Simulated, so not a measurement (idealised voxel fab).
Presented below is a process module, voxel quadruple lines.
Square cells of 5 nm make up the cross-section cut, whose width is 140 nm.
Cross-sections here: square-cell grids, written as top-down lists of bands, a band being one or more rows of cells.
It is stipulated that each band's entry specify, in nanometres, the height of the top of the band and then that of its bottom, followed by the materials of the band in left-to-right sequence, each together with its width in nanometres. A single material marked by the word "full width" is understood to fill the band from edge to edge; the word "blank" is understood to denote empty space.
Where do heights start? At 0: under that level the wafer as delivered is made of one material only. And the lowest band has no floor; it just carries on downward, as in "0 and below".
The width entry "30..40" should be interpreted row by row: the top row of cells in the band takes the first number, the bottom row takes the second number, and the change between adjacent rows is uniform throughout.
"everything unchanged" for a step: no cell of the cross-section changed in that step.
Entry "Sealed-off cavities". Content: empty spaces with no open connection to the top, size 8 cells or greater. Each: width x height at distance. Distance: from left edge. Unit: nm.
It should be noted that, on the line of a given step, the content following the step's settings is a remark produced by the simulator itself with respect to that step.
If you see "overlay nm" on a step's line and that step has a mask, it's telling you how far right of where it was planned the mask ended up; a negative number means it went left instead.

The planned process steps are enumerated hereunder:
step 1: RECEIVE (material Si)
step 2: CONFORMAL_DEP (material SiO2; thk nm 5)
step 3: DIRECTIONAL_DEP (material TiN; thk nm 10)
step 4: DIRECTIONAL_DEP (material polySi; thk nm 15)
step 5: DIRECTIONAL_DEP (material aC; thk nm 20)
step 6: PATTERN (tone cover; mask id MANDREL; material resist; width nm 35; thk nm 25; overlay nm 0)
step 7: DIRECTIONAL_ETCH (etch materials aC; depth nm 20)
step 8: STRIP (etch materials resist)
step 9: CONFORMAL_DEP (material SiO2; thk nm 15)
step 10: DIRECTIONAL_ETCH (etch materials SiO2; depth nm 15)
step 11: STRIP (etch materials aC)
step 12: DIRECTIONAL_ETCH (etch materials polySi; depth nm 15)
step 13: STRIP (etch materials SiO2)
step 14: CONFORMAL_DEP (material SiCN; thk nm 10)
step 15: DIRECTIONAL_ETCH (etch materials SiCN; depth nm 10)
step 16: STRIP (etch materials polySi)
step 17: DIRECTIONAL_ETCH (etch materials TiN; depth nm 10)
step 18: STRIP (etch materials SiCN)
step 19: FILL_DEP (material SiO2; thk nm 10)
step 20: CMP (height nm 15)

Cross-sectional view of the wafer in its as-received condition, corresponding to the state after step 1:
* 0 and below = Si full width
* Sealed-off cavities: none

First wafer of two, sectioned at end of module; run went per plan:
* 15 down to 5 = SiO2=25, then TiN=10, then SiO2=15, then TiN=10, then SiO2=15, then TiN=10, then SiO2=15, then TiN=10, then SiO2=30
* 5 down to 0 = SiO2 full width
* 0 and below = Si full width
* Sealed-off cavities: none

End of module, second wafer, cross-section. Started like the first, planned like the first, run with one mistake:
* 15 down to 5 = SiO2=40, then TiN=10, then SiO2=15, then TiN=5, then SiO2=15, then TiN=10, then SiO2=45
* 5 down to 0 = SiO2 full width
* 0 and below = Si full width
* Sealed-off cavities: none
Diagnosis: contrary to plan, step 6 was performed as PATTERN (tone open; mask id MANDREL; material resist; width nm 35; thk nm 25; overlay nm 0)
Looking at both finished wafers in cells, the second ends up ahead of or behind the first on some materials: 6 more of SiO2; 6 fewer of TiN
